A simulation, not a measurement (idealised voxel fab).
You're looking at the process module voxel air gaps.
cross-section cut | 245 nm wide | cells 5 nm
Notation: cross-section as square-cell grid; stated in bands, top first, going down; one or more cell rows per band.
The entry gives the band's vertical extent as a top height and a bottom height in nm, then its horizontal make-up as materials from left to right, each with a width in nm. "air" stands for empty space; a single material marked "full width" fills the band edge to edge.
Note: height 0 marks the level under which the wafer is uniformly one material as received. Lowest band unbounded below, written "0 nm and below".
Per-row width for "30->40": begins at first number (top row of band), ends at second number (bottom row), increment between rows held constant.
A step reported as "remains unaltered" is a step in which no cell of the cross-section changed.
So "Sealed void list" is basically the list of trapped voids: any empty space of 8 cells or more that can't reach the top through an opening. They're written width x height at distance, the distance being from the left edge, and it's all nm.
Anything after a step's settings on that line? It's the simulator's own note about the step.
For masked steps, "overlay nm" on the step line gives how far right of plan the mask actually lay; a minus sign means it lay to the left.
### Planned process steps
1: RECEIVE [material Si]
2: CONFORMAL_DEP [material SiO2] [thk nm 10]
3: CONFORMAL_DEP [material SiCN] [thk nm 5]
4: DIRECTIONAL_DEP [material SiO2] [thk nm 40]
5: DIRECTIONAL_DEP [material aC] [thk nm 15]
6: PATTERN [tone open] [mask id LINES] [material resist] [width nm 25] [pitch nm 55] [thk nm 30] [overlay nm 0]
7: DIRECTIONAL_ETCH [etch materials aC] [depth nm 15]
8: STRIP [etch materials resist]
9: DIRECTIONAL_ETCH [etch materials SiO2] [depth nm 40]
10: STRIP [etch materials aC]
11: CONFORMAL_DEP [material TiN] [thk nm 5]
12: FILL_DEP [material W] [thk nm 10]
13: CMP [height nm 55]
14: EPI [material Ru] [thk nm 10]
15: SELECTIVE_ETCH [etch materials SiO2] [depth nm 50]
16: CONFORMAL_DEP [material SiCN] [thk nm 5]
### Cross-section, incoming material, after step 1
  0 nm and below  Si full width
  Sealed void list: none
### Run as planned - first of the two wafers cross-sectioned at the end of the module
  70 nm to 65 nm  air 10, SiCN 220, air 15
  65 nm to 55 nm  air 10, SiCN 5, Ru 45, SiCN 10, Ru 45, SiCN 10, Ru 45, SiCN 10, Ru 45, SiCN 5, air 15
  55 nm to 50 nm  air 10, SiCN 15, TiN 5, W 15, TiN 5, SiCN 30, TiN 5, W 15, TiN 5, SiCN 30, TiN 5, W 15, TiN 5, SiCN 30, TiN 5, W 15, TiN 5, SiCN 15, air 15
  50 nm to 20 nm  air 20, SiCN 5, TiN 5, W 15, TiN 5, SiCN 5, air 20, SiCN 5, TiN 5, W 15, TiN 5, SiCN 5, air 20, SiCN 5, TiN 5, W 15, TiN 5, SiCN 5, air 20, SiCN 5, TiN 5, W 15, TiN 5, SiCN 5, air 25
  20 nm to 15 nm  SiCN 25, TiN 25, SiCN 30, TiN 25, SiCN 30, TiN 25, SiCN 30, TiN 25, SiCN 30
  15 nm to 10 nm  SiCN full width
  10 nm to 0 nm  SiO2 full width
  0 nm and below  Si full width
  Sealed void list: 20 x 30 at 55; 20 x 30 at 110; 20 x 30 at 165
### Wafer two (of two), end-of-module cross-section: start = wafer one, plan = wafer one, one run mistake
  80 nm to 75 nm  SiCN 240, air 5
  75 nm to 55 nm  SiCN 5, Ru 230, SiCN 5, air 5
  55 nm to 50 nm  SiCN 25, TiN 5, W 15, TiN 5, SiO2 30, TiN 5, W 15, TiN 5, SiO2 30, TiN 5, W 15, TiN 5, SiO2 30, TiN 5, W 15, TiN 5, SiCN 25, air 5
  50 nm to 20 nm  air 20, SiCN 5, TiN 5, W 15, TiN 5, SiO2 30, TiN 5, W 15, TiN 5, SiO2 30, TiN 5, W 15, TiN 5, SiO2 30, TiN 5, W 15, TiN 5, SiCN 5, air 25
  20 nm to 15 nm  SiCN 25, TiN 25, SiO2 30, TiN 25, SiO2 30, TiN 25, SiO2 30, TiN 25, SiCN 30
  15 nm to 10 nm  SiCN full width
  10 nm to 0 nm  SiO2 full width
  0 nm and below  Si full width
  Sealed void list: 20 x 30 at 0
Want to know what went wrong? plan step 14 ran twice
Final comparison by cell count, materials where the second wafer has more or fewer than the first: Ru: 112 more | SiCN: 72 fewer | SiO2: 144 more
Upon completion, the first wafer exhibits 3 closed voids and the second wafer exhibits 1.
